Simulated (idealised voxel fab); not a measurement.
Name of the process module below: voxel gate over fins
Displayed cross-section: cut, width of 265 nm, square cells sized 5 nm.
Throughout this document, each cross-section is represented as a grid of square cells and is presented as a sequence of bands enumerated from the top downward, where a band comprises one or more rows of cells.
Read a band's entry like this: the first values are the height of its top and the height of its bottom in nm, and what follows is the sequence of materials from left to right, each with its width in nm. Note that "blank" is empty space, and that a single material marked "throughout" reaches across the band from edge to edge.
Convention: height 0 is the level below which the wafer, as received, is all one material. The lowest band does not terminate at the bottom but continues downward, represented as "0 and below".
A width such as "30->40" changes by the same amount from each row of cells to the next, from the band's top row to its bottom row.
When a step is marked "nothing altered", none of the cells in the cross-section changed during that step.
"Completely sealed voids" enumerates empty spaces isolated from the top, with no open way to it, that contain at least 8 cells, giving each as width x height at distance from the left edge, all three in nm.
Whatever follows a step's settings on its line is a remark the simulator itself makes about that step.
overlay nm: for a step with a mask, the amount by which the mask lay right of where it was planned; a negative amount means left of it.
The process steps that were planned are listed below:
1. RECEIVE with material Si
2. CONFORMAL_DEP with material SiN, thk nm 5
3. DIRECTIONAL_DEP with material aC, thk nm 15
4. PATTERN with tone cover, mask id FINS, material resist, width nm 15, pitch nm 40, thk nm 35, overlay nm 0
5. DIRECTIONAL_ETCH with etch materials aC, depth nm 15
6. STRIP with etch materials resist
7. DIRECTIONAL_ETCH with etch materials SiN, depth nm 5
8. DIRECTIONAL_ETCH with etch materials Si, depth nm 40
9. STRIP with etch materials aC
10. FILL_DEP with material SiO2, thk nm 10
11. CMP with height nm 5
12. SELECTIVE_ETCH with etch materials SiO2, depth nm 15
13. STRIP with etch materials SiN
14. CONFORMAL_DEP with material HfO2, thk nm 5
15. CONFORMAL_DEP with material TiN, thk nm 5
16. FILL_DEP with material W, thk nm 15
17. CMP with height nm 20
18. CONFORMAL_DEP with material SiCN, thk nm 5
Delivered wafer in cross-section: state after step 1:
    0 and below  Si throughout
    Completely sealed voids: none
Post-module cross-section: identical start and plan to those above, one misstep in execution:
    25 down to 20  SiCN throughout
    20 down to 10  W throughout
    10 down to 5  TiN throughout
    5 down to 0  HfO2=110, TiN=5, HfO2=35, TiN=5, HfO2=110
    0 down to -5  Si=105, HfO2=5, TiN=5, HfO2=5, Si=25, HfO2=5, TiN=5, HfO2=5, Si=105
    -5 down to -10  Si=105, HfO2=15, Si=25, HfO2=15, Si=105
    -10 down to -40  Si=105, SiO2=15, Si=25, SiO2=15, Si=105
    -40 and below  Si throughout
    Completely sealed voids: none
Against the plan, the run slipped here: step 4 did not use the planned setting and instead ran as PATTERN with tone open, mask id FINS, material resist, width nm 15, pitch nm 40, thk nm 35, overlay nm 0
